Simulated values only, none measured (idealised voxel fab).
process module | voxel tone inversion
cross-section cut | 285 nm wide | cells 5 nm
A cross-section is a grid of square cells, given in bands from the top down. A band is one or more rows of cells.
Each band's line starts with the height of the band's top and of its bottom, in nm. Then come its materials from left to right, each with its width in nm. One material with "throughout" fills the band from edge to edge. "air" is empty space.
Height 0 is the level under which the wafer as received is all one material. The lowest band goes on downwards, as in "0 down".
A width such as "30 to 40" changes by the same amount from each row of cells to the next, from the band's top row to its bottom row.
"no change" after a step means that no cell of the cross-section changed.
closed voids: empty space of 8 cells or more with no open way to the top, each as width x height at its distance from the left edge, in nm
after a step's settings: what the simulator itself notes on the step
overlay nm, on a step with a mask: how far to the right of its planned place the mask lay; to the left if negative
plan
1 op RECEIVE | material Si
2 op CONFORMAL_DEP | material SiCN | thk nm 5
3 op DIRECTIONAL_DEP | material aC | thk nm 20
4 op PATTERN | tone cover | mask id POSTS | material resist | width nm 25 | pitch nm 50 | thk nm 30 | overlay nm 0
5 op DIRECTIONAL_ETCH | etch materials aC | depth nm 20
6 op STRIP | etch materials resist
7 op FILL_DEP | material lowk | thk nm 10
8 op CMP | height nm 25
9 op STRIP | etch materials aC
10 op CONFORMAL_DEP | material TiN | thk nm 5
11 op FILL_DEP | material Ru | thk nm 10
12 op CMP | height nm 25
13 op CONFORMAL_DEP | material SiCN | thk nm 5
first wafer, as planned
as received, after step 1
  0 down: Si throughout
  closed voids: none
after step 2
  5 to 0: SiCN throughout
  below 0: unchanged
after step 3
  25 to 5: aC throughout
  below 5: unchanged
after step 4
  55 to 25: air 80 | resist 25 | air 25 | resist 25 | air 25 | resist 25 | air 80
  below 25: unchanged
after step 5
  35 to 25: air 80 | resist 25 | air 25 | resist 25 | air 25 | resist 25 | air 80
  25 to 5: air 80 | aC 25 | air 25 | aC 25 | air 25 | aC 25 | air 80
  below 5: unchanged
after step 6
  25 to 5: air 80 | aC 25 | air 25 | aC 25 | air 25 | aC 25 | air 80
  below 5: unchanged
after step 7
  35 to 25: lowk throughout
  25 to 5: lowk 80 | aC 25 | lowk 25 | aC 25 | lowk 25 | aC 25 | lowk 80
  below 5: unchanged
after step 8
  25 to 5: lowk 80 | aC 25 | lowk 25 | aC 25 | lowk 25 | aC 25 | lowk 80
  below 5: unchanged
after step 9
  25 to 5: lowk 80 | air 25 | lowk 25 | air 25 | lowk 25 | air 25 | lowk 80
  below 5: unchanged
after step 10
  30 to 25: TiN 85 | air 15 | TiN 35 | air 15 | TiN 35 | air 15 | TiN 85
  25 to 10: lowk 80 | TiN 5 | air 15 | TiN 5 | lowk 25 | TiN 5 | air 15 | TiN 5 | lowk 25 | TiN 5 | air 15 | TiN 5 | lowk 80
  10 to 5: lowk 80 | TiN 25 | lowk 25 | TiN 25 | lowk 25 | TiN 25 | lowk 80
  below 5: unchanged
after step 11
  40 to 30: Ru throughout
  30 to 25: TiN 85 | Ru 15 | TiN 35 | Ru 15 | TiN 35 | Ru 15 | TiN 85
  25 to 10: lowk 80 | TiN 5 | Ru 15 | TiN 5 | lowk 25 | TiN 5 | Ru 15 | TiN 5 | lowk 25 | TiN 5 | Ru 15 | TiN 5 | lowk 80
  below 10: unchanged
after step 12
  25 to 10: lowk 80 | TiN 5 | Ru 15 | TiN 5 | lowk 25 | TiN 5 | Ru 15 | TiN 5 | lowk 25 | TiN 5 | Ru 15 | TiN 5 | lowk 80
  below 10: unchanged
after step 13
  30 to 25: SiCN throughout
  below 25: unchanged
second wafer: like start, like plan, one mistake. Through step 3 it matches the first wafer
when step 4 should have ended
  55 to 25: resist 80 | air 25 | resist 25 | air 25 | resist 25 | air 25 | resist 80
  below 25: unchanged
when step 5 should have ended
  35 to 25: resist 80 | air 25 | resist 25 | air 25 | resist 25 | air 25 | resist 80
  25 to 5: aC 80 | air 25 | aC 25 | air 25 | aC 25 | air 25 | aC 80
  below 5: unchanged
when step 6 should have ended
  25 to 5: aC 80 | air 25 | aC 25 | air 25 | aC 25 | air 25 | aC 80
  below 5: unchanged
when step 7 should have ended
  35 to 25: lowk throughout
  25 to 5: aC 80 | lowk 25 | aC 25 | lowk 25 | aC 25 | lowk 25 | aC 80
  below 5: unchanged
when step 8 should have ended
  25 to 5: aC 80 | lowk 25 | aC 25 | lowk 25 | aC 25 | lowk 25 | aC 80
  below 5: unchanged
when step 9 should have ended
  25 to 5: air 80 | lowk 25 | air 25 | lowk 25 | air 25 | lowk 25 | air 80
  below 5: unchanged
when step 10 should have ended
  30 to 25: air 75 | TiN 35 | air 15 | TiN 35 | air 15 | TiN 35 | air 75
  25 to 10: air 75 | TiN 5 | lowk 25 | TiN 5 | air 15 | TiN 5 | lowk 25 | TiN 5 | air 15 | TiN 5 | lowk 25 | TiN 5 | air 75
  10 to 5: TiN 80 | lowk 25 | TiN 25 | lowk 25 | TiN 25 | lowk 25 | TiN 80
  below 5: unchanged
when step 11 should have ended
  40 to 30: Ru throughout
  30 to 25: Ru 75 | TiN 35 | Ru 15 | TiN 35 | Ru 15 | TiN 35 | Ru 75
  25 to 10: Ru 75 | TiN 5 | lowk 25 | TiN 5 | Ru 15 | TiN 5 | lowk 25 | TiN 5 | Ru 15 | TiN 5 | lowk 25 | TiN 5 | Ru 75
  below 10: unchanged
when step 12 should have ended
  25 to 10: Ru 75 | TiN 5 | lowk 25 | TiN 5 | Ru 15 | TiN 5 | lowk 25 | TiN 5 | Ru 15 | TiN 5 | lowk 25 | TiN 5 | Ru 75
  below 10: unchanged
when step 13 should have ended
  30 to 25: SiCN throughout
  below 25: unchanged
what went wrong: step 4 ran as: op PATTERN | tone open | mask id POSTS | material resist | width nm 25 | pitch nm 50 | thk nm 30 | overlay nm 0
at the end the second wafer has, in cells: 81 more of Ru | 27 more of TiN | 108 fewer of lowk
